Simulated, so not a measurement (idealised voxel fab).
The following is a process module called voxel released beams.
This is section cut - it's 180 nm across, gridded in 5 nm square cells.
The cross-sections in this document take the form of a grid made of square cells. They are written out as bands, in order from top to bottom. Each band consists of one or more rows of cells. Each band's line starts with the height of the band's top and of its bottom, in nm. Then come its materials from left to right, each with its width in nm. One material with "everywhere" fills the band from edge to edge. "empty" is empty space. Basically, 0 is our baseline, since under it the wafer straight out of the box is all one material. The bottom band has no lower end and keeps on going down, so it looks like "0 and below". The notation "30->40" denotes a width that varies across the rows of cells in the band, beginning at the first number in the top row, finishing at the second number in the bottom row, and changing by an identical amount from each row to the next. It should be understood that the words "no change", when stated for a given step, signify that the cross-section underwent no change in any of its cells during that step. Any empty space of 8 cells or more lacking an open way to the top shows up in "Completely sealed voids" as width x height at distance, distance from the left edge, in nm. That trailing text on a step's line, after the settings, is the simulator's own remark on the step. overlay nm, on a step with a mask: how far to the right of its planned place the mask lay; to the left if negative.
Process steps foreseen in the plan:
1,RECEIVE, material Si
2,CONFORMAL_DEP, material Al2O3, thk nm 5
3,DIRECTIONAL_DEP, material SiO2, thk nm 20
4,PATTERN, tone open, mask id ANCHOR, material resist, width nm 40, thk nm 20, overlay nm 0
5,DIRECTIONAL_ETCH, etch materials SiO2, depth nm 20
6,STRIP, etch materials resist
7,CONFORMAL_DEP, material polySi, thk nm 15
8,DIRECTIONAL_DEP, material aC, thk nm 10
9,PATTERN, tone cover, mask id BEAM, material resist, width nm 120, thk nm 25, overlay nm 0
10,DIRECTIONAL_ETCH, etch materials aC, depth nm 10
11,STRIP, etch materials resist
12,DIRECTIONAL_ETCH, etch materials polySi, depth nm 15
13,STRIP, etch materials aC
14,STRIP, etch materials SiO2
Cross-section of the wafer at receipt, which is the condition after step 1:
	0 and below: Si everywhere
	Completely sealed voids: none
Cross-section taken at module completion on the first of two wafers; processed per the plan:
	40 down to 25: empty 25  polySi 20  empty 10  polySi 90  empty 35
	25 down to 20: empty 30  polySi 15  empty 10  polySi 15  empty 110
	20 down to 5: empty 30  polySi 40  empty 110
	5 down to 0: Al2O3 everywhere
	0 and below: Si everywhere
	Completely sealed voids: none
What the second wafer looks like in cross-section once the module is done. Its start and its plan matched the first wafer's exactly; what differed was one mistake in how it was run:
	35 down to 20: empty 25  polySi 20  empty 10  polySi 90  empty 35
	20 down to 5: empty 30  polySi 40  empty 110
	5 down to 0: Al2O3 everywhere
	0 and below: Si everywhere
	Completely sealed voids: none
Misprocessing identified: so step 3 ended up running with a different setting than we planned, it ran as DIRECTIONAL_DEP, material SiO2, thk nm 15
Wafer comparison, final, in cells, second relative to first, materials more or fewer: 6 fewer of polySi
